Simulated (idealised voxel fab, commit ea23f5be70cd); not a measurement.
process module | voxel local oxidation
cross-section cut | 260 nm wide | cells 5 nm
A cross-section is a grid of square cells, given in bands from the top down. A band is one or more rows of cells.
Each band's line starts with the height of the band's top and of its bottom, in nm. Then come its materials from left to right, each with its width in nm. One material with "throughout" fills the band from edge to edge. "air" is empty space.
Height 0 is the level under which the wafer as received is all one material. The lowest band goes on downwards, as in "0 down".
A width such as "30 to 40" changes by the same amount from each row of cells to the next, from the band's top row to its bottom row.
"no change" after a step means that no cell of the cross-section changed.
closed voids: empty space of 8 cells or more with no open way to the top, each as width x height at its distance from the left edge, in nm
after a step's settings: what the simulator itself notes on the step
overlay nm, on a step with a mask: how far to the right of its planned place the mask lay; to the left if negative
plan
1 op RECEIVE | material Si
2 op CONFORMAL_DEP | material SiO2 | thk nm 5
3 op CONFORMAL_DEP | material SiN | thk nm 10
4 op PATTERN | tone cover | mask id ACTIVE | material resist | width nm 105 | pitch nm 125 | thk nm 20 | overlay nm 0
5 op DIRECTIONAL_ETCH | etch materials SiN | depth nm 10
6 op STRIP | etch materials resist
7 op SELECTIVE_ETCH | etch materials SiO2 | depth nm 5
8 op OXIDIZE | depth nm 15
9 op STRIP | etch materials SiN
varied across the wafers: depth nm of step 7. The plan shows the first wafer's value. All wafers start alike
first wafer as received, after step 1
  0 down: Si throughout
  closed voids: none
each wafer at the end: cells of each material gained (+) or lost (-) since it was received, then its closed voids
depth nm 5 | -78 Si | +116 SiO2 | closed voids: none
depth nm 10 | -90 Si | +124 SiO2 | closed voids: none
depth nm 15 | -102 Si | +132 SiO2 | closed voids: none
depth nm 20 | -114 Si | +140 SiO2 | closed voids: none
